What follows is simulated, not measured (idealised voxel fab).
The process module that follows is named voxel wiring stack.
Square cell edge 5 nm, section width 195 nm, ID cut.
Format of a cross-section: grid, square cells. Given as bands. Order: top down. Band: one or more rows of cells.
This entry defines a band. It first specifies the height of the band's top and the height of its bottom in nm, and then specifies the band's materials from left to right, stating each material with its width in nm. The word "everywhere" identifies a single material that fills the band from edge to edge, while the word "blank" identifies empty space.
Counting heights begins at 0, where everything beneath is, in the wafer as received, one material. The lowest band has no bottom; it goes on downwards, as "0 down" shows.
Width spec "30 to 40" -> top row of cells at first value, bottom row at second value, equal per-row change in between.
"all unchanged", as given for a step, is the statement that not any cell of the cross-section underwent a change during that step.
"Trapped voids" contains a list of empty spaces, each no smaller than 8 cells and without an open way to the top, written in the form width x height at distance with the distance from the left edge and all three in nm.
Text after the settings on a step's line: the simulator's own remark on that step.
The setting "overlay nm" may be written on the line of a step. When the step uses a mask, the value reports how far to the right of the planned place the mask lay, and a negative value reports that it lay to the left.
Process steps (planned)
step 1: op RECEIVE | material Si
step 2: op CONFORMAL_DEP | material SiO2 | thk nm 15
step 3: op CONFORMAL_DEP | material SiN | thk nm 5
step 4: op DIRECTIONAL_DEP | material lowk | thk nm 25
step 5: op DIRECTIONAL_DEP | material aC | thk nm 15
step 6: op PATTERN | tone open | mask id METAL_1 | material resist | width nm 25 | pitch nm 55 | thk nm 35 | overlay nm 0
step 7: op DIRECTIONAL_ETCH | etch materials aC | depth nm 15
step 8: op STRIP | etch materials resist
step 9: op DIRECTIONAL_ETCH | etch materials lowk | depth nm 25
step 10: op DIRECTIONAL_ETCH | etch materials SiN | depth nm 5
step 11: op STRIP | etch materials aC
step 12: op CONFORMAL_DEP | material TiN | thk nm 5
step 13: op FILL_DEP | material Ru | thk nm 5
step 14: op CMP | height nm 45
step 15: op CONFORMAL_DEP | material SiCN | thk nm 5
step 16: op DIRECTIONAL_DEP | material SiO2 | thk nm 30
step 17: op PATTERN | tone open | mask id METAL_2 | material resist | width nm 25 | pitch nm 55 | thk nm 15 | overlay nm 0
step 18: op DIRECTIONAL_ETCH | etch materials SiO2 | depth nm 20
step 19: op STRIP | etch materials resist
step 20: op DIRECTIONAL_DEP | material aC | thk nm 15
step 21: op PATTERN | tone open | mask id METAL_2_HOLES | material resist | width nm 15 | pitch nm 55 | thk nm 35 | overlay nm 0
step 22: op DIRECTIONAL_ETCH | etch materials aC | depth nm 15
step 23: op STRIP | etch materials resist
step 24: op DIRECTIONAL_ETCH | etch materials SiO2 | depth nm 10
step 25: op DIRECTIONAL_ETCH | etch materials SiCN | depth nm 5
step 26: op STRIP | etch materials aC
step 27: op CONFORMAL_DEP | material TiN | thk nm 5
step 28: op FILL_DEP | material Cu | thk nm 5
step 29: op CMP | height nm 80
step 30: op CONFORMAL_DEP | material SiCN | thk nm 5
step 31: op DIRECTIONAL_DEP | material SiO2 | thk nm 35
step 32: op PATTERN | tone open | mask id METAL_3_HOLES | material resist | width nm 15 | thk nm 20 | overlay nm 0
step 33: op DIRECTIONAL_ETCH | etch materials SiO2 | depth nm 35
step 34: op STRIP | etch materials resist
step 35: op DIRECTIONAL_DEP | material aC | thk nm 15
step 36: op PATTERN | tone open | mask id METAL_3 | material resist | width nm 25 | pitch nm 55 | thk nm 35 | overlay nm 0
step 37: op DIRECTIONAL_ETCH | etch materials aC | depth nm 15
step 38: op STRIP | etch materials resist
step 39: op DIRECTIONAL_ETCH | etch materials SiO2 | depth nm 20
step 40: op DIRECTIONAL_ETCH | etch materials SiCN | depth nm 5
step 41: op STRIP | etch materials aC
step 42: op CONFORMAL_DEP | material TiN | thk nm 5
step 43: op FILL_DEP | material Cu | thk nm 10
step 44: op CMP | height nm 120
step 45: op CONFORMAL_DEP | material SiCN | thk nm 5
Wafer cross-section on receipt, i.e. after step 1
    0 down | Si everywhere
    Trapped voids: none
Final cross-section, module run with one mistake (start and plan as above)
    120 to 115 | SiCN everywhere
    115 to 105 | SiO2 55 nm; TiN 5 nm; Cu 15 nm; TiN 5 nm; SiO2 30 nm; TiN 5 nm; Cu 15 nm; TiN 5 nm; SiO2 60 nm
    105 to 100 | SiO2 55 nm; TiN 5 nm; Cu 5 nm; TiN 15 nm; SiO2 30 nm; TiN 25 nm; SiO2 60 nm
    100 to 85 | SiO2 55 nm; TiN 5 nm; Cu 5 nm; TiN 5 nm; SiO2 125 nm
    85 to 80 | SiCN 55 nm; TiN 15 nm; SiCN 125 nm
    80 to 65 | SiO2 55 nm; TiN 5 nm; Cu 15 nm; TiN 5 nm; SiO2 30 nm; TiN 5 nm; Cu 15 nm; TiN 5 nm; SiO2 60 nm
    65 to 60 | SiO2 55 nm; TiN 5 nm; Cu 5 nm; TiN 15 nm; SiO2 30 nm; TiN 5 nm; Cu 5 nm; TiN 15 nm; SiO2 60 nm
    60 to 50 | SiO2 55 nm; TiN 5 nm; Cu 5 nm; TiN 5 nm; SiO2 40 nm; TiN 5 nm; Cu 5 nm; TiN 5 nm; SiO2 70 nm
    50 to 45 | SiCN 55 nm; TiN 15 nm; SiCN 40 nm; TiN 15 nm; SiCN 70 nm
    45 to 20 | lowk 55 nm; TiN 5 nm; Ru 15 nm; TiN 5 nm; lowk 30 nm; TiN 5 nm; Ru 15 nm; TiN 5 nm; lowk 60 nm
    20 to 15 | SiN 55 nm; TiN 25 nm; SiN 30 nm; TiN 25 nm; SiN 60 nm
    15 to 0 | SiO2 everywhere
    0 down | Si everywhere
    Trapped voids: none
Here's what went sideways: step 44 ran as: op CMP | height nm 115
